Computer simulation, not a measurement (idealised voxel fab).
The process module that follows is named voxel transistor to metal.
In the cross-section labelled cut, the width is 200 nm and each square cell is 5 nm.
For the purposes of this document, a cross-section shall be understood as a grid of square cells, specified as bands listed in top-to-bottom order, each band consisting of one or more rows of cells.
Heights first: top, then bottom, in nm. Then materials, left to right, each with a width in nm. "throughout" on a single material: fills the band edge to edge. "empty": empty space.
Measure heights from 0. That's the level where, below it, the as-received wafer is all one material. The lowest band is bottomless and extends downward; write it as in "0 -> down".
Read "30..40" as a graded width: first number on top, second number at the bottom, same change between each pair of neighbouring rows.
"nothing got changed" for a step: no cell of the cross-section changed in that step.
Heads up: "Voids, enclosed" only lists the empty pockets with no open path to the top that are 8 cells or more, and it writes them as width x height at distance, distance from the left edge, in nm.
Past the settings on a step's line: simulator remark, on that step.
Steps that use a mask can have "overlay nm" on their line. It says how far the mask sat to the right of where it was meant to be. Negative means to the left.
## Below is the list of planned process steps
| 1 | RECEIVE with material Si |
| 2 | CONFORMAL_DEP with material SiO2, thk nm 5 |
| 3 | CONFORMAL_DEP with material SiN, thk nm 15 |
| 4 | MASKED_ETCH with tone cover, mask id ACTIVE, width nm 85, etch materials SiN, depth nm 15, overlay nm 0 |
| 5 | MASKED_ETCH with tone cover, mask id ACTIVE, width nm 85, etch materials SiO2, depth nm 5, overlay nm 0 |
| 6 | MASKED_ETCH with tone cover, mask id ACTIVE, width nm 85, etch materials Si, depth nm 25, overlay nm 0 |
| 7 | OXIDIZE with depth nm 5 |
| 8 | FILL_DEP with material SiO2, thk nm 15 |
| 9 | CMP with height nm 20 |
| 10 | SELECTIVE_ETCH with etch materials SiO2, depth nm 10 |
| 11 | STRIP with etch materials SiN |
| 12 | SELECTIVE_ETCH with etch materials SiO2, depth nm 5 |
| 13 | OXIDIZE with depth nm 5 |
| 14 | DIRECTIONAL_DEP with material polySi, thk nm 30 |
| 15 | DIRECTIONAL_DEP with material SiCN, thk nm 15 |
| 16 | DIRECTIONAL_DEP with material aC, thk nm 10 |
| 17 | PATTERN with tone cover, mask id GATE, material resist, width nm 15, thk nm 25, overlay nm 0 |
| 18 | DIRECTIONAL_ETCH with etch materials aC, depth nm 10 |
| 19 | STRIP with etch materials resist |
| 20 | DIRECTIONAL_ETCH with etch materials SiCN, depth nm 25 |
| 21 | DIRECTIONAL_ETCH with etch materials polySi, depth nm 40 |
| 22 | STRIP with etch materials aC |
| 23 | CONFORMAL_DEP with material SiO2, thk nm 5 |
| 24 | DIRECTIONAL_ETCH with etch materials SiO2, depth nm 5 |
| 25 | CONFORMAL_DEP with material SiN, thk nm 10 |
| 26 | DIRECTIONAL_ETCH with etch materials SiN, depth nm 10 |
| 27 | DIRECTIONAL_ETCH with etch materials SiO2, depth nm 5 |
| 28 | DIRECTIONAL_ETCH with etch materials Si, depth nm 15 |
| 29 | EPI with material nSi, thk nm 15 |
| 30 | FILL_DEP with material SiO2, thk nm 5 |
| 31 | CMP with height nm 45 |
| 32 | DIRECTIONAL_DEP with material SiO2, thk nm 10 |
| 33 | DIRECTIONAL_DEP with material aC, thk nm 10 |
| 34 | PATTERN with tone open, mask id CONTACT, material resist, width nm 15, pitch nm 60, thk nm 30, overlay nm 0 |
| 35 | DIRECTIONAL_ETCH with etch materials aC, depth nm 10 |
| 36 | STRIP with etch materials resist |
| 37 | DIRECTIONAL_ETCH with etch materials SiO2, depth nm 45 |
| 38 | STRIP with etch materials aC |
| 39 | CONFORMAL_DEP with material TiN, thk nm 5 |
| 40 | FILL_DEP with material W, thk nm 10 |
| 41 | CMP with height nm 55 |
| 42 | CONFORMAL_DEP with material SiCN, thk nm 5 |
| 43 | DIRECTIONAL_DEP with material SiO2, thk nm 15 |
| 44 | PATTERN with tone open, mask id METAL_1, material resist, width nm 15, pitch nm 60, thk nm 15, overlay nm 0 |
| 45 | DIRECTIONAL_ETCH with etch materials SiO2, depth nm 15 |
| 46 | DIRECTIONAL_ETCH with etch materials SiCN, depth nm 5 |
| 47 | STRIP with etch materials resist |
| 48 | CONFORMAL_DEP with material TiN, thk nm 5 |
| 49 | FILL_DEP with material W, thk nm 10 |
| 50 | CMP with height nm 75 |
| 51 | CONFORMAL_DEP with material SiCN, thk nm 5 |
| 52 | DIRECTIONAL_DEP with material SiO2, thk nm 25 |
| 53 | PATTERN with tone open, mask id METAL_2, material resist, width nm 15, pitch nm 60, thk nm 20, overlay nm 0 |
| 54 | DIRECTIONAL_ETCH with etch materials SiO2, depth nm 15 |
| 55 | STRIP with etch materials resist |
| 56 | PATTERN with tone open, mask id METAL_2_HOLES, material resist, width nm 15, pitch nm 60, thk nm 20, overlay nm 0 |
| 57 | DIRECTIONAL_ETCH with etch materials SiO2, depth nm 10 |
| 58 | DIRECTIONAL_ETCH with etch materials SiCN, depth nm 5 |
| 59 | STRIP with etch materials resist |
| 60 | CONFORMAL_DEP with material TiN, thk nm 5 |
| 61 | FILL_DEP with material Ru, thk nm 5 |
| 62 | CMP with height nm 105 |
| 63 | CONFORMAL_DEP with material SiCN, thk nm 5 |
## Of two wafers, the first: run according to plan
## Cross-section of the wafer upon arrival, representing the state reached after step 1
> 0 -> down  Si throughout
> Voids, enclosed: none
## Wafer xsec, post step 2
> 5 -> 0  SiO2 throughout
> Nothing below the height 0 has changed.
## Wafer xsec, post step 3
> 20 -> 5  SiN throughout
> Nothing below the height 5 has changed.
## Wafer xsec, post step 4
> 20 -> 5  empty=55, SiN=85, empty=60
> Nothing below the height 5 has changed.
## Wafer xsec, post step 5
> 20 -> 5  empty=55, SiN=85, empty=60
> 5 -> 0  empty=55, SiO2=85, empty=60
> Nothing below the height 0 has changed.
## Wafer xsec, post step 6
> 20 -> 5  empty=55, SiN=85, empty=60
> 5 -> 0  empty=55, SiO2=85, empty=60
> 0 -> -25  empty=55, Si=85, empty=60
> Nothing below the height -25 has changed.
## Wafer xsec, post step 7
> 20 -> 5  empty=55, SiN=85, empty=60
> 5 -> 0  empty=55, SiO2=85, empty=60
> 0 -> -25  empty=55, SiO2=5, Si=75, SiO2=5, empty=60
> -25 -> -30  SiO2=60, Si=75, SiO2=65
> Nothing below the height -30 has changed.
## Wafer xsec, post step 8
> 35 -> 20  SiO2 throughout
> 20 -> 5  SiO2=55, SiN=85, SiO2=60
> 5 -> 0  SiO2 throughout
> 0 -> -30  SiO2=60, Si=75, SiO2=65
> Nothing below the height -30 has changed.
## Wafer xsec, post step 9
> 20 -> 5  SiO2=55, SiN=85, SiO2=60
> Nothing below the height 5 has changed.
## Wafer xsec, post step 10
> 20 -> 10  empty=55, SiN=85, empty=60
> Nothing below the height 10 has changed.
## Wafer xsec, post step 11
> 10 -> 5  SiO2=55, empty=85, SiO2=60
> Nothing below the height 5 has changed.
## Wafer xsec, post step 12
> 5 -> 0  SiO2=50, empty=95, SiO2=55
> Nothing below the height 0 has changed.
## Wafer xsec, post step 13
> 5 -> 0  SiO2=50, empty=95, SiO2=55
> 0 -> -5  SiO2 throughout
> Nothing below the height -5 has changed.
## Wafer xsec, post step 14
> 35 -> 30  polySi=50, empty=95, polySi=55
> 30 -> 5  polySi throughout
> 5 -> 0  SiO2=50, polySi=95, SiO2=55
> Nothing below the height 0 has changed.
## Wafer xsec, post step 15
> 50 -> 45  SiCN=50, empty=95, SiCN=55
> 45 -> 35  SiCN throughout
> 35 -> 30  polySi=50, SiCN=95, polySi=55
> Nothing below the height 30 has changed.
## Wafer xsec, post step 16
> 60 -> 55  aC=50, empty=95, aC=55
> 55 -> 50  aC throughout
> 50 -> 45  SiCN=50, aC=95, SiCN=55
> Nothing below the height 45 has changed.
## Wafer xsec, post step 17
> 85 -> 60  empty=90, resist=15, empty=95
> 60 -> 55  aC=50, empty=40, resist=15, empty=40, aC=55
> Nothing below the height 55 has changed.
## Wafer xsec, post step 18
> 75 -> 55  empty=90, resist=15, empty=95
> 55 -> 50  empty=90, aC=15, empty=95
> 50 -> 45  SiCN=50, empty=40, aC=15, empty=40, SiCN=55
> Nothing below the height 45 has changed.
## Wafer xsec, post step 19
> 55 -> 50  empty=90, aC=15, empty=95
> Nothing below the height 50 has changed.
## Wafer xsec, post step 20
> 55 -> 45  empty=90, aC=15, empty=95
> 45 -> 35  empty=90, SiCN=15, empty=95
> 35 -> 30  polySi=50, empty=40, SiCN=15, empty=40, polySi=55
> Nothing below the height 30 has changed.
## Wafer xsec, post step 21
> 55 -> 45  empty=90, aC=15, empty=95
> 45 -> 30  empty=90, SiCN=15, empty=95
> 30 -> 5  empty=90, polySi=15, empty=95
> 5 -> 0  SiO2=50, empty=40, polySi=15, empty=40, SiO2=55
> Nothing below the height 0 has changed.
## Wafer xsec, post step 22
> 45 -> 30  empty=90, SiCN=15, empty=95
> Nothing below the height 30 has changed.
## Wafer xsec, post step 23
> 50 -> 45  empty=85, SiO2=25, empty=90
> 45 -> 30  empty=85, SiO2=5, SiCN=15, SiO2=5, empty=90
> 30 -> 10  empty=85, SiO2=5, polySi=15, SiO2=5, empty=90
> 10 -> 5  SiO2=55, empty=30, SiO2=5, polySi=15, SiO2=5, empty=30, SiO2=60
> 5 -> 0  SiO2=90, polySi=15, SiO2=95
> Nothing below the height 0 has changed.
## Wafer xsec, post step 24
> 45 -> 30  empty=85, SiO2=5, SiCN=15, SiO2=5, empty=90
> 30 -> 5  empty=85, SiO2=5, polySi=15, SiO2=5, empty=90
> 5 -> 0  SiO2=55, empty=30, SiO2=5, polySi=15, SiO2=5, empty=30, SiO2=60
> Nothing below the height 0 has changed.
## Wafer xsec, post step 25
> 55 -> 45  empty=75, SiN=45, empty=80
> 45 -> 30  empty=75, SiN=10, SiO2=5, SiCN=15, SiO2=5, SiN=10, empty=80
> 30 -> 15  empty=75, SiN=10, SiO2=5, polySi=15, SiO2=5, SiN=10, empty=80
> 15 -> 10  SiN=65, empty=10, SiN=10, SiO2=5, polySi=15, SiO2=5, SiN=10, empty=10, SiN=70
> 10 -> 5  SiN=85, SiO2=5, polySi=15, SiO2=5, SiN=90
> 5 -> 0  SiO2=55, SiN=30, SiO2=5, polySi=15, SiO2=5, SiN=30, SiO2=60
> Nothing below the height 0 has changed.
## Wafer xsec, post step 26
> 45 -> 30  empty=75, SiN=10, SiO2=5, SiCN=15, SiO2=5, SiN=10, empty=80
> 30 -> 5  empty=75, SiN=10, SiO2=5, polySi=15, SiO2=5, SiN=10, empty=80
> 5 -> 0  SiO2=55, SiN=10, empty=10, SiN=10, SiO2=5, polySi=15, SiO2=5, SiN=10, empty=10, SiN=10, SiO2=60
> Nothing below the height 0 has changed.
## Wafer xsec, post step 27
> 45 -> 40  empty=75, SiN=10, empty=5, SiCN=15, empty=5, SiN=10, empty=80
> 40 -> 30  empty=75, SiN=10, SiO2=5, SiCN=15, SiO2=5, SiN=10, empty=80
> 30 -> 5  empty=75, SiN=10, SiO2=5, polySi=15, SiO2=5, SiN=10, empty=80
> 5 -> 0  empty=55, SiN=10, empty=10, SiN=10, SiO2=5, polySi=15, SiO2=5, SiN=10, empty=10, SiN=10, empty=60
> 0 -> -5  SiO2=65, empty=10, SiO2=45, empty=10, SiO2=70
> Nothing below the height -5 has changed.
## Wafer xsec, post step 28
> 45 -> 40  empty=75, SiN=10, empty=5, SiCN=15, empty=5, SiN=10, empty=80
> 40 -> 30  empty=75, SiN=10, SiO2=5, SiCN=15, SiO2=5, SiN=10, empty=80
> 30 -> 5  empty=75, SiN=10, SiO2=5, polySi=15, SiO2=5, SiN=10, empty=80
> 5 -> 0  empty=55, SiN=10, empty=10, SiN=10, SiO2=5, polySi=15, SiO2=5, SiN=10, empty=10, SiN=10, empty=60
> 0 -> -5  SiO2=65, empty=10, SiO2=45, empty=10, SiO2=70
> -5 -> -20  SiO2=60, Si=5, empty=10, Si=45, empty=10, Si=5, SiO2=65
> Nothing below the height -20 has changed.
## Wafer xsec, post step 29
> 45 -> 40  empty=75, SiN=10, empty=5, SiCN=15, empty=5, SiN=10, empty=80
> 40 -> 30  empty=75, SiN=10, SiO2=5, SiCN=15, SiO2=5, SiN=10, empty=80
> 30 -> 10  empty=75, SiN=10, SiO2=5, polySi=15, SiO2=5, SiN=10, empty=80
> 10 -> 5  empty=60, nSi=15, SiN=10, SiO2=5, polySi=15, SiO2=5, SiN=10, nSi=15, empty=65
> 5 -> 0  empty=55, SiN=10, nSi=10, SiN=10, SiO2=5, polySi=15, SiO2=5, SiN=10, nSi=10, SiN=10, empty=60
> 0 -> -5  SiO2=65, nSi=10, SiO2=45, nSi=10, SiO2=70
> -5 -> -20  SiO2=60, Si=5, nSi=10, Si=45, nSi=10, Si=5, SiO2=65
> Nothing below the height -20 has changed.
## Wafer xsec, post step 30
> 50 -> 45  SiO2 throughout
> 45 -> 30  SiO2=75, SiN=10, SiO2=5, SiCN=15, SiO2=5, SiN=10, SiO2=80
> 30 -> 10  SiO2=75, SiN=10, SiO2=5, polySi=15, SiO2=5, SiN=10, SiO2=80
> 10 -> 5  SiO2=60, nSi=15, SiN=10, SiO2=5, polySi=15, SiO2=5, SiN=10, nSi=15, SiO2=65
> 5 -> 0  SiO2=55, SiN=10, nSi=10, SiN=10, SiO2=5, polySi=15, SiO2=5, SiN=10, nSi=10, SiN=10, SiO2=60
> Nothing below the height 0 has changed.
## Wafer xsec, post step 31
> 45 -> 30  SiO2=75, SiN=10, SiO2=5, SiCN=15, SiO2=5, SiN=10, SiO2=80
> Nothing below the height 30 has changed.
## Wafer xsec, post step 32
> 55 -> 45  SiO2 throughout
> Nothing below the height 45 has changed.
## Wafer xsec, post step 33
> 65 -> 55  aC throughout
> Nothing below the height 55 has changed.
## Wafer xsec, post step 34
> 95 -> 65  resist=60, empty=15, resist=45, empty=15, resist=65
> Nothing below the height 65 has changed.
## Wafer xsec, post step 35
> 85 -> 65  resist=60, empty=15, resist=45, empty=15, resist=65
> 65 -> 55  aC=60, empty=15, aC=45, empty=15, aC=65
> Nothing below the height 55 has changed.
## Wafer xsec, post step 36
> 65 -> 55  aC=60, empty=15, aC=45, empty=15, aC=65
> Nothing below the height 55 has changed.
## Wafer xsec, post step 37
> 65 -> 55  aC=60, empty=15, aC=45, empty=15, aC=65
> 55 -> 45  SiO2=60, empty=15, SiO2=45, empty=15, SiO2=65
> 45 -> 30  SiO2=60, empty=15, SiN=10, SiO2=5, SiCN=15, SiO2=5, SiN=10, empty=15, SiO2=65
> 30 -> 10  SiO2=60, empty=15, SiN=10, SiO2=5, polySi=15, SiO2=5, SiN=10, empty=15, SiO2=65
> Nothing below the height 10 has changed.
## Wafer xsec, post step 38
> 55 -> 45  SiO2=60, empty=15, SiO2=45, empty=15, SiO2=65
> Nothing below the height 45 has changed.
## Wafer xsec, post step 39
> 60 -> 55  TiN=65, empty=5, TiN=55, empty=5, TiN=70
> 55 -> 45  SiO2=60, TiN=5, empty=5, TiN=5, SiO2=45, TiN=5, empty=5, TiN=5, SiO2=65
> 45 -> 30  SiO2=60, TiN=5, empty=5, TiN=5, SiN=10, SiO2=5, SiCN=15, SiO2=5, SiN=10, TiN=5, empty=5, TiN=5, SiO2=65
> 30 -> 15  SiO2=60, TiN=5, empty=5, TiN=5, SiN=10, SiO2=5, polySi=15, SiO2=5, SiN=10, TiN=5, empty=5, TiN=5, SiO2=65
> 15 -> 10  SiO2=60, TiN=15, SiN=10, SiO2=5, polySi=15, SiO2=5, SiN=10, TiN=15, SiO2=65
> Nothing below the height 10 has changed.
## Wafer xsec, post step 40
> 70 -> 60  W throughout
> 60 -> 55  TiN=65, W=5, TiN=55, W=5, TiN=70
> 55 -> 45  SiO2=60, TiN=5, W=5, TiN=5, SiO2=45, TiN=5, W=5, TiN=5, SiO2=65
> 45 -> 30  SiO2=60, TiN=5, W=5, TiN=5, SiN=10, SiO2=5, SiCN=15, SiO2=5, SiN=10, TiN=5, W=5, TiN=5, SiO2=65
> 30 -> 15  SiO2=60, TiN=5, W=5, TiN=5, SiN=10, SiO2=5, polySi=15, SiO2=5, SiN=10, TiN=5, W=5, TiN=5, SiO2=65
> Nothing below the height 15 has changed.
## Wafer xsec, post step 41
> 55 -> 45  SiO2=60, TiN=5, W=5, TiN=5, SiO2=45, TiN=5, W=5, TiN=5, SiO2=65
> Nothing below the height 45 has changed.
## Wafer xsec, post step 42
> 60 -> 55  SiCN throughout
> Nothing below the height 55 has changed.
## Wafer xsec, post step 43
> 75 -> 60  SiO2 throughout
> Nothing below the height 60 has changed.
## Wafer xsec, post step 44
> 90 -> 75  resist=60, empty=15, resist=45, empty=15, resist=65
> Nothing below the height 75 has changed.
## Wafer xsec, post step 45
> 90 -> 75  resist=60, empty=15, resist=45, empty=15, resist=65
> 75 -> 60  SiO2=60, empty=15, SiO2=45, empty=15, SiO2=65
> Nothing below the height 60 has changed.
## Wafer xsec, post step 46
> 90 -> 75  resist=60, empty=15, resist=45, empty=15, resist=65
> 75 -> 60  SiO2=60, empty=15, SiO2=45, empty=15, SiO2=65
> 60 -> 55  SiCN=60, empty=15, SiCN=45, empty=15, SiCN=65
> Nothing below the height 55 has changed.
## Wafer xsec, post step 47
> 75 -> 60  SiO2=60, empty=15, SiO2=45, empty=15, SiO2=65
> Nothing below the height 60 has changed.
## Wafer xsec, post step 48
> 80 -> 75  TiN=65, empty=5, TiN=55, empty=5, TiN=70
> 75 -> 60  SiO2=60, TiN=5, empty=5, TiN=5, SiO2=45, TiN=5, empty=5, TiN=5, SiO2=65
> 60 -> 55  SiCN=60, TiN=15, SiCN=45, TiN=15, SiCN=65
> Nothing below the height 55 has changed.
## Wafer xsec, post step 49
> 90 -> 80  W throughout
> 80 -> 75  TiN=65, W=5, TiN=55, W=5, TiN=70
> 75 -> 60  SiO2=60, TiN=5, W=5, TiN=5, SiO2=45, TiN=5, W=5, TiN=5, SiO2=65
> Nothing below the height 60 has changed.
## Wafer xsec, post step 50
> 75 -> 60  SiO2=60, TiN=5, W=5, TiN=5, SiO2=45, TiN=5, W=5, TiN=5, SiO2=65
> Nothing below the height 60 has changed.
## Wafer xsec, post step 51
> 80 -> 75  SiCN throughout
> Nothing below the height 75 has changed.
## Wafer xsec, post step 52
> 105 -> 80  SiO2 throughout
> Nothing below the height 80 has changed.
## Wafer xsec, post step 53
> 125 -> 105  resist=60, empty=15, resist=45, empty=15, resist=65
> Nothing below the height 105 has changed.
## Wafer xsec, post step 54
> 125 -> 105  resist=60, empty=15, resist=45, empty=15, resist=65
> 105 -> 90  SiO2=60, empty=15, SiO2=45, empty=15, SiO2=65
> Nothing below the height 90 has changed.
## Wafer xsec, post step 55
> 105 -> 90  SiO2=60, empty=15, SiO2=45, empty=15, SiO2=65
> Nothing below the height 90 has changed.
## Wafer xsec, post step 56
> 125 -> 105  resist=60, empty=15, resist=45, empty=15, resist=65
> Nothing below the height 105 has changed.
## Wafer xsec, post step 57
> 125 -> 105  resist=60, empty=15, resist=45, empty=15, resist=65
> 105 -> 80  SiO2=60, empty=15, SiO2=45, empty=15, SiO2=65
> Nothing below the height 80 has changed.
## Wafer xsec, post step 58
> 125 -> 105  resist=60, empty=15, resist=45, empty=15, resist=65
> 105 -> 80  SiO2=60, empty=15, SiO2=45, empty=15, SiO2=65
> 80 -> 75  SiCN=60, empty=15, SiCN=45, empty=15, SiCN=65
> Nothing below the height 75 has changed.
## Wafer xsec, post step 59
> 105 -> 80  SiO2=60, empty=15, SiO2=45, empty=15, SiO2=65
> Nothing below the height 80 has changed.
## Wafer xsec, post step 60
> 110 -> 105  TiN=65, empty=5, TiN=55, empty=5, TiN=70
> 105 -> 80  SiO2=60, TiN=5, empty=5, TiN=5, SiO2=45, TiN=5, empty=5, TiN=5, SiO2=65
> 80 -> 75  SiCN=60, TiN=15, SiCN=45, TiN=15, SiCN=65
> Nothing below the height 75 has changed.
## Wafer xsec, post step 61
> 115 -> 110  Ru throughout
> 110 -> 105  TiN=65, Ru=5, TiN=55, Ru=5, TiN=70
> 105 -> 80  SiO2=60, TiN=5, Ru=5, TiN=5, SiO2=45, TiN=5, Ru=5, TiN=5, SiO2=65
> Nothing below the height 80 has changed.
## Wafer xsec, post step 62
> 105 -> 80  SiO2=60, TiN=5, Ru=5, TiN=5, SiO2=45, TiN=5, Ru=5, TiN=5, SiO2=65
> Nothing below the height 80 has changed.
## Wafer xsec, post step 63
> 110 -> 105  SiCN throughout
> Nothing below the height 105 has changed.
## The second wafer: identical to the first at the outset and in its planned sequence, differing only in that one mistake was made during processing; up to and including step 33, its path is the first wafer's path
## Planned end of step 34: second wafer, cross-section
> 95 -> 65  resist=70, empty=15, resist=45, empty=15, resist=55
> Nothing below the height 65 has changed.
## Planned end of step 35: second wafer, cross-section
> 85 -> 65  resist=70, empty=15, resist=45, empty=15, resist=55
> 65 -> 55  aC=70, empty=15, aC=45, empty=15, aC=55
> Nothing below the height 55 has changed.
## Planned end of step 36: second wafer, cross-section
> 65 -> 55  aC=70, empty=15, aC=45, empty=15, aC=55
> Nothing below the height 55 has changed.
## Planned end of step 37: second wafer, cross-section
> 65 -> 55  aC=70, empty=15, aC=45, empty=15, aC=55
> 55 -> 45  SiO2=70, empty=15, SiO2=45, empty=15, SiO2=55
> 45 -> 30  SiO2=70, empty=5, SiN=10, SiO2=5, SiCN=15, SiO2=5, SiN=10, SiO2=10, empty=15, SiO2=55
> 30 -> 10  SiO2=70, empty=5, SiN=10, SiO2=5, polySi=15, SiO2=5, SiN=10, SiO2=10, empty=15, SiO2=55
> Nothing below the height 10 has changed.
## Planned end of step 38: second wafer, cross-section
> 55 -> 45  SiO2=70, empty=15, SiO2=45, empty=15, SiO2=55
> Nothing below the height 45 has changed.
## Planned end of step 39: second wafer, cross-section
> 60 -> 55  TiN=75, empty=5, TiN=55, empty=5, TiN=60
> 55 -> 50  SiO2=70, TiN=5, empty=5, TiN=5, SiO2=45, TiN=5, empty=5, TiN=5, SiO2=55
> 50 -> 45  SiO2=70, TiN=15, SiO2=45, TiN=5, empty=5, TiN=5, SiO2=55
> 45 -> 30  SiO2=70, TiN=5, SiN=10, SiO2=5, SiCN=15, SiO2=5, SiN=10, SiO2=10, TiN=5, empty=5, TiN=5, SiO2=55
> 30 -> 15  SiO2=70, TiN=5, SiN=10, SiO2=5, polySi=15, SiO2=5, SiN=10, SiO2=10, TiN=5, empty=5, TiN=5, SiO2=55
> 15 -> 10  SiO2=70, TiN=5, SiN=10, SiO2=5, polySi=15, SiO2=5, SiN=10, SiO2=10, TiN=15, SiO2=55
> Nothing below the height 10 has changed.
## Planned end of step 40: second wafer, cross-section
> 70 -> 60  W throughout
> 60 -> 55  TiN=75, W=5, TiN=55, W=5, TiN=60
> 55 -> 50  SiO2=70, TiN=5, W=5, TiN=5, SiO2=45, TiN=5, W=5, TiN=5, SiO2=55
> 50 -> 45  SiO2=70, TiN=15, SiO2=45, TiN=5, W=5, TiN=5, SiO2=55
> 45 -> 30  SiO2=70, TiN=5, SiN=10, SiO2=5, SiCN=15, SiO2=5, SiN=10, SiO2=10, TiN=5, W=5, TiN=5, SiO2=55
> 30 -> 15  SiO2=70, TiN=5, SiN=10, SiO2=5, polySi=15, SiO2=5, SiN=10, SiO2=10, TiN=5, W=5, TiN=5, SiO2=55
> Nothing below the height 15 has changed.
## Planned end of step 41: second wafer, cross-section
> 55 -> 50  SiO2=70, TiN=5, W=5, TiN=5, SiO2=45, TiN=5, W=5, TiN=5, SiO2=55
> Nothing below the height 50 has changed.
## Planned end of step 42: second wafer, cross-section
> 60 -> 55  SiCN throughout
> Nothing below the height 55 has changed.
## Planned end of step 43: second wafer, cross-section
> 75 -> 60  SiO2 throughout
> Nothing below the height 60 has changed.
## Planned end of step 44: second wafer, cross-section
> 90 -> 75  resist=60, empty=15, resist=45, empty=15, resist=65
> Nothing below the height 75 has changed.
## Planned end of step 45: second wafer, cross-section
> 90 -> 75  resist=60, empty=15, resist=45, empty=15, resist=65
> 75 -> 60  SiO2=60, empty=15, SiO2=45, empty=15, SiO2=65
> Nothing below the height 60 has changed.
## Planned end of step 46: second wafer, cross-section
> 90 -> 75  resist=60, empty=15, resist=45, empty=15, resist=65
> 75 -> 60  SiO2=60, empty=15, SiO2=45, empty=15, SiO2=65
> 60 -> 55  SiCN=60, empty=15, SiCN=45, empty=15, SiCN=65
> Nothing below the height 55 has changed.
## Planned end of step 47: second wafer, cross-section
> 75 -> 60  SiO2=60, empty=15, SiO2=45, empty=15, SiO2=65
> Nothing below the height 60 has changed.
## Planned end of step 48: second wafer, cross-section
> 80 -> 75  TiN=65, empty=5, TiN=55, empty=5, TiN=70
> 75 -> 60  SiO2=60, TiN=5, empty=5, TiN=5, SiO2=45, TiN=5, empty=5, TiN=5, SiO2=65
> 60 -> 55  SiCN=60, TiN=15, SiCN=45, TiN=15, SiCN=65
> Nothing below the height 55 has changed.
## Planned end of step 49: second wafer, cross-section
> 90 -> 80  W throughout
> 80 -> 75  TiN=65, W=5, TiN=55, W=5, TiN=70
> 75 -> 60  SiO2=60, TiN=5, W=5, TiN=5, SiO2=45, TiN=5, W=5, TiN=5, SiO2=65
> Nothing below the height 60 has changed.
## Planned end of step 50: second wafer, cross-section
> 75 -> 60  SiO2=60, TiN=5, W=5, TiN=5, SiO2=45, TiN=5, W=5, TiN=5, SiO2=65
> Nothing below the height 60 has changed.
## Planned end of step 51: second wafer, cross-section
> 80 -> 75  SiCN throughout
> Nothing below the height 75 has changed.
## Planned end of step 52: second wafer, cross-section
> 105 -> 80  SiO2 throughout
> Nothing below the height 80 has changed.
## Planned end of step 53: second wafer, cross-section
> 125 -> 105  resist=60, empty=15, resist=45, empty=15, resist=65
> Nothing below the height 105 has changed.
## Planned end of step 54: second wafer, cross-section
> 125 -> 105  resist=60, empty=15, resist=45, empty=15, resist=65
> 105 -> 90  SiO2=60, empty=15, SiO2=45, empty=15, SiO2=65
> Nothing below the height 90 has changed.
## Planned end of step 55: second wafer, cross-section
> 105 -> 90  SiO2=60, empty=15, SiO2=45, empty=15, SiO2=65
> Nothing below the height 90 has changed.
## Planned end of step 56: second wafer, cross-section
> 125 -> 105  resist=60, empty=15, resist=45, empty=15, resist=65
> Nothing below the height 105 has changed.
## Planned end of step 57: second wafer, cross-section
> 125 -> 105  resist=60, empty=15, resist=45, empty=15, resist=65
> 105 -> 80  SiO2=60, empty=15, SiO2=45, empty=15, SiO2=65
> Nothing below the height 80 has changed.
## Planned end of step 58: second wafer, cross-section
> 125 -> 105  resist=60, empty=15, resist=45, empty=15, resist=65
> 105 -> 80  SiO2=60, empty=15, SiO2=45, empty=15, SiO2=65
> 80 -> 75  SiCN=60, empty=15, SiCN=45, empty=15, SiCN=65
> Nothing below the height 75 has changed.
## Planned end of step 59: second wafer, cross-section
> 105 -> 80  SiO2=60, empty=15, SiO2=45, empty=15, SiO2=65
> Nothing below the height 80 has changed.
## Planned end of step 60: second wafer, cross-section
> 110 -> 105  TiN=65, empty=5, TiN=55, empty=5, TiN=70
> 105 -> 80  SiO2=60, TiN=5, empty=5, TiN=5, SiO2=45, TiN=5, empty=5, TiN=5, SiO2=65
> 80 -> 75  SiCN=60, TiN=15, SiCN=45, TiN=15, SiCN=65
> Nothing below the height 75 has changed.
## Planned end of step 61: second wafer, cross-section
> 115 -> 110  Ru throughout
> 110 -> 105  TiN=65, Ru=5, TiN=55, Ru=5, TiN=70
> 105 -> 80  SiO2=60, TiN=5, Ru=5, TiN=5, SiO2=45, TiN=5, Ru=5, TiN=5, SiO2=65
> Nothing below the height 80 has changed.
## Planned end of step 62: second wafer, cross-section
> 105 -> 80  SiO2=60, TiN=5, Ru=5, TiN=5, SiO2=45, TiN=5, Ru=5, TiN=5, SiO2=65
> Nothing below the height 80 has changed.
## Planned end of step 63: second wafer, cross-section
> 110 -> 105  SiCN throughout
> Nothing below the height 105 has changed.
So what did we get wrong on this run? step 34 off recipe, ran as PATTERN with tone open, mask id CONTACT, material resist, width nm 15, pitch nm 60, thk nm 30, overlay nm 10
End of process, cell counts, second wafer against first, materials with more or fewer: +14 SiO2; -7 TiN; -7 W
